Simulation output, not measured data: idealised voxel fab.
Module name: voxel air gaps (process module)
The width of the displayed cross-section, cut, is 295 nm; its cells are square, with a size of 5 nm.
A cross-section is a grid of square cells, given in bands from the top down. A band is one or more rows of cells. Heights first: top, then bottom, in nm. Then materials, left to right, each with a width in nm. "throughout" on a single material: fills the band edge to edge. "blank": empty space. Heads up on the height convention: 0 is the point under which the incoming wafer is all one material, and the lowest band has no bottom, it just keeps going down, like "0 down". When a width is written as two numbers, as in "30..40", the first number is the width in the top row of cells of the band and the second is the width in its bottom row, and the width changes by the same amount from each row to the next. Given "stayed the same" for a step, no cell of the cross-section differs between before and after that step. "Tabulated closed voids" lists enclosed empty spaces (at least 8 cells, no open path upward to the top), each as width x height at distance from the left edge, in nm. Whatever follows a step's settings on its line is a remark the simulator itself makes about that step. overlay nm: mask right of planned place by this much (step with mask). Neg. = left.

Here's what the planned process steps look like:
1. RECEIVE with material Si
2. CONFORMAL_DEP with material SiO2, thk nm 15
3. CONFORMAL_DEP with material SiCN, thk nm 5
4. DIRECTIONAL_DEP with material SiO2, thk nm 40
5. PATTERN with tone open, mask id LINES, material resist, width nm 20, pitch nm 45, thk nm 15, overlay nm 0
6. DIRECTIONAL_ETCH with etch materials SiO2, depth nm 40
7. STRIP with etch materials resist
8. CONFORMAL_DEP with material TiN, thk nm 5
9. FILL_DEP with material Ru, thk nm 10
10. CMP with height nm 60
11. EPI with material Ru, thk nm 10
12. SELECTIVE_ETCH with etch materials SiO2, depth nm 50
13. CONFORMAL_DEP with material SiCN, thk nm 5
Heads up: all these wafers start the same, and what changes between them is the thk nm in step 3. The value you see in the plan is just what the first wafer got.

The first of several wafers, as received after step 1, seen in section:
* 0 down = Si throughout
* Tabulated closed voids: none

Module end state after final step 13: cross-section of the first of several wafers:
* 75 to 70 = blank 55 nm / SiCN 185 nm / blank 55 nm
* 70 to 60 = blank 55 nm / SiCN 5 nm / Ru 40 nm / SiCN 5 nm / Ru 40 nm / SiCN 5 nm / Ru 40 nm / SiCN 5 nm / Ru 40 nm / SiCN 5 nm / blank 55 nm
* 60 to 55 = blank 55 nm / SiCN 15 nm / TiN 5 nm / Ru 10 nm / TiN 5 nm / SiCN 25 nm / TiN 5 nm / Ru 10 nm / TiN 5 nm / SiCN 25 nm / TiN 5 nm / Ru 10 nm / TiN 5 nm / SiCN 25 nm / TiN 5 nm / Ru 10 nm / TiN 5 nm / SiCN 15 nm / blank 55 nm
* 55 to 25 = blank 65 nm / SiCN 5 nm / TiN 5 nm / Ru 10 nm / TiN 5 nm / SiCN 5 nm / blank 15 nm / SiCN 5 nm / TiN 5 nm / Ru 10 nm / TiN 5 nm / SiCN 5 nm / blank 15 nm / SiCN 5 nm / TiN 5 nm / Ru 10 nm / TiN 5 nm / SiCN 5 nm / blank 15 nm / SiCN 5 nm / TiN 5 nm / Ru 10 nm / TiN 5 nm / SiCN 5 nm / blank 65 nm
* 25 to 20 = SiCN 70 nm / TiN 20 nm / SiCN 25 nm / TiN 20 nm / SiCN 25 nm / TiN 20 nm / SiCN 25 nm / TiN 20 nm / SiCN 70 nm
* 20 to 15 = SiCN throughout
* 15 to 0 = SiO2 throughout
* 0 down = Si throughout
* Tabulated closed voids: 15 x 30 at 95; 15 x 30 at 140; 15 x 30 at 185

Here we cross-sectioned the last of the wafers once the module was done:
* 75 to 70 = blank 55 nm / SiCN 185 nm / blank 55 nm
* 70 to 60 = blank 55 nm / SiCN 5 nm / Ru 40 nm / SiCN 5 nm / Ru 40 nm / SiCN 5 nm / Ru 40 nm / SiCN 5 nm / Ru 40 nm / SiCN 5 nm / blank 55 nm
* 60 to 55 = blank 55 nm / SiCN 15 nm / TiN 5 nm / Ru 10 nm / TiN 5 nm / SiCN 25 nm / TiN 5 nm / Ru 10 nm / TiN 5 nm / SiCN 25 nm / TiN 5 nm / Ru 10 nm / TiN 5 nm / SiCN 25 nm / TiN 5 nm / Ru 10 nm / TiN 5 nm / SiCN 15 nm / blank 55 nm
* 55 to 40 = blank 65 nm / SiCN 5 nm / TiN 5 nm / Ru 10 nm / TiN 5 nm / SiCN 5 nm / blank 15 nm / SiCN 5 nm / TiN 5 nm / Ru 10 nm / TiN 5 nm / SiCN 5 nm / blank 15 nm / SiCN 5 nm / TiN 5 nm / Ru 10 nm / TiN 5 nm / SiCN 5 nm / blank 15 nm / SiCN 5 nm / TiN 5 nm / Ru 10 nm / TiN 5 nm / SiCN 5 nm / blank 65 nm
* 40 to 35 = SiCN 70 nm / TiN 20 nm / SiCN 25 nm / TiN 20 nm / SiCN 25 nm / TiN 20 nm / SiCN 25 nm / TiN 20 nm / SiCN 70 nm
* 35 to 15 = SiCN throughout
* 15 to 0 = SiO2 throughout
* 0 down = Si throughout
* Tabulated closed voids: 15 x 15 at 95; 15 x 15 at 140; 15 x 15 at 185

Tabulated below, wafer by wafer, are the end-of-module results: for each material, the number of cells gained (+) or lost (-) relative to the as-received state, followed by the closed voids:
thk nm 5 | +120 Ru | +218 SiCN | +177 SiO2 | +72 TiN | Tabulated closed voids: 15 x 30 at 95; 15 x 30 at 140; 15 x 30 at 185
thk nm 10 | +112 Ru | +269 SiCN | +177 SiO2 | +64 TiN | Tabulated closed voids: 15 x 25 at 95; 15 x 25 at 140; 15 x 25 at 185
thk nm 15 | +104 Ru | +320 SiCN | +177 SiO2 | +56 TiN | Tabulated closed voids: 15 x 20 at 95; 15 x 20 at 140; 15 x 20 at 185
thk nm 20 | +96 Ru | +371 SiCN | +177 SiO2 | +48 TiN | Tabulated closed voids: 15 x 15 at 95; 15 x 15 at 140; 15 x 15 at 185
